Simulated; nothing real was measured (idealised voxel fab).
The following process module bears the name voxel self aligned vias.
Square cells of 5 nm make up the cross-section cut, whose width is 175 nm.
Throughout this document, each cross-section is represented as a grid of square cells and is presented as a sequence of bands enumerated from the top downward, where a band comprises one or more rows of cells. Top, bottom (nm), then materials left to right with widths (nm); lone material tagged "all across" fills the whole band edge to edge; "empty" = empty space. The reference from which all heights are counted is 0, the level beneath which the as-received wafer is entirely one material; the lowest band, having no lower bound, proceeds downward and is written after the example "0 and below". Width: "30->40" (first number = top row, second number = bottom row, same change from row to row of cells). Step note "no alteration" = no cross-section cell changed. Sealed internal cavities: empty space of 8 cells or more with no open way to the top, each as width x height at its distance from the left edge, in nm. Heads up: the bit after the settings on a step's line is the simulator's remark on that step. The line of a step may include "overlay nm". On a step with a mask, this value is how far to the right of its planned place the mask lay. A negative value means the mask lay to the left.
Process steps (planned)
step 1: RECEIVE: material Si
step 2: CONFORMAL_DEP: material SiO2, thk nm 10
step 3: CONFORMAL_DEP: material SiCN, thk nm 5
step 4: DIRECTIONAL_DEP: material SiO2, thk nm 20
step 5: DIRECTIONAL_DEP: material aC, thk nm 10
step 6: PATTERN: tone open, mask id LINES, material resist, width nm 20, pitch nm 50, thk nm 25, overlay nm 0
step 7: DIRECTIONAL_ETCH: etch materials aC, depth nm 10
step 8: STRIP: etch materials resist
step 9: DIRECTIONAL_ETCH: etch materials SiO2, depth nm 20
step 10: STRIP: etch materials aC
step 11: CONFORMAL_DEP: material TiN, thk nm 5
step 12: FILL_DEP: material W, thk nm 5
step 13: CMP: height nm 35
step 14: SELECTIVE_ETCH: etch materials W Ru TiN, depth nm 5
step 15: FILL_DEP: material SiN, thk nm 10
step 16: CMP: height nm 35
step 17: DIRECTIONAL_DEP: material SiO2, thk nm 15
step 18: MASKED_ETCH: tone open, mask id VIAS, width nm 20, pitch nm 100, etch materials SiO2, depth nm 15, overlay nm 0
step 19: MASKED_ETCH: tone open, mask id VIAS, width nm 30, pitch nm 100, etch materials SiN, depth nm 5, overlay nm 0
step 20: CONFORMAL_DEP: material TiN, thk nm 5
step 21: FILL_DEP: material Ru, thk nm 5
step 22: CMP: height nm 50
step 23: CONFORMAL_DEP: material SiCN, thk nm 5
Heads up: all these wafers start the same, and what changes between them is the width nm in step 18. The value you see in the plan is just what the first wafer got.
First wafer of several, as received: cross-section after step 1
- 0 and below | Si all across
- Sealed internal cavities: none
Wafer cross-section (first of several) - module end, post step 23 (last step)
- 55 down to 50 | SiCN all across
- 50 down to 35 | 25 of SiO2 | 5 of TiN | 10 of Ru | 5 of TiN | 80 of SiO2 | 5 of TiN | 10 of Ru | 5 of TiN | 30 of SiO2
- 35 down to 30 | 25 of SiO2 | 20 of TiN | 30 of SiO2 | 20 of SiN | 30 of SiO2 | 20 of TiN | 30 of SiO2
- 30 down to 20 | 25 of SiO2 | 5 of TiN | 10 of W | 5 of TiN | 30 of SiO2 | 5 of TiN | 10 of W | 5 of TiN | 30 of SiO2 | 5 of TiN | 10 of W | 5 of TiN | 30 of SiO2
- 20 down to 15 | 25 of SiO2 | 20 of TiN | 30 of SiO2 | 20 of TiN | 30 of SiO2 | 20 of TiN | 30 of SiO2
- 15 down to 10 | SiCN all across
- 10 down to 0 | SiO2 all across
- 0 and below | Si all across
- Sealed internal cavities: none
Final wafer cross-section at module end
- 55 down to 50 | SiCN all across
- 50 down to 40 | 15 of SiO2 | 5 of TiN | 35 of Ru | 5 of TiN | 55 of SiO2 | 5 of TiN | 35 of Ru | 5 of TiN | 15 of SiO2
- 40 down to 35 | 15 of SiO2 | 15 of TiN | 10 of Ru | 20 of TiN | 55 of SiO2 | 15 of TiN | 10 of Ru | 20 of TiN | 15 of SiO2
- 35 down to 30 | 25 of SiO2 | 20 of TiN | 30 of SiO2 | 20 of SiN | 30 of SiO2 | 20 of TiN | 30 of SiO2
- 30 down to 20 | 25 of SiO2 | 5 of TiN | 10 of W | 5 of TiN | 30 of SiO2 | 5 of TiN | 10 of W | 5 of TiN | 30 of SiO2 | 5 of TiN | 10 of W | 5 of TiN | 30 of SiO2
- 20 down to 15 | 25 of SiO2 | 20 of TiN | 30 of SiO2 | 20 of TiN | 30 of SiO2 | 20 of TiN | 30 of SiO2
- 15 down to 10 | SiCN all across
- 10 down to 0 | SiO2 all across
- 0 and below | Si all across
- Sealed internal cavities: none
Heads up, this table goes wafer by wafer. A row tells you, at the end of the module, how many cells of each material that wafer has put on (+) or dropped (-) since it was received, and then its closed voids
width nm 20; +12 Ru; +70 SiCN; +4 SiN; +243 SiO2; +44 TiN; +12 W; Sealed internal cavities: none
width nm 25; +16 Ru; +70 SiCN; +4 SiN; +237 SiO2; +46 TiN; +12 W; Sealed internal cavities: none
width nm 30; +20 Ru; +70 SiCN; +4 SiN; +231 SiO2; +48 TiN; +12 W; Sealed internal cavities: none
width nm 35; +24 Ru; +70 SiCN; +4 SiN; +225 SiO2; +50 TiN; +12 W; Sealed internal cavities: none
width nm 40; +28 Ru; +70 SiCN; +4 SiN; +219 SiO2; +52 TiN; +12 W; Sealed internal cavities: none
width nm 45; +32 Ru; +70 SiCN; +4 SiN; +213 SiO2; +54 TiN; +12 W; Sealed internal cavities: none
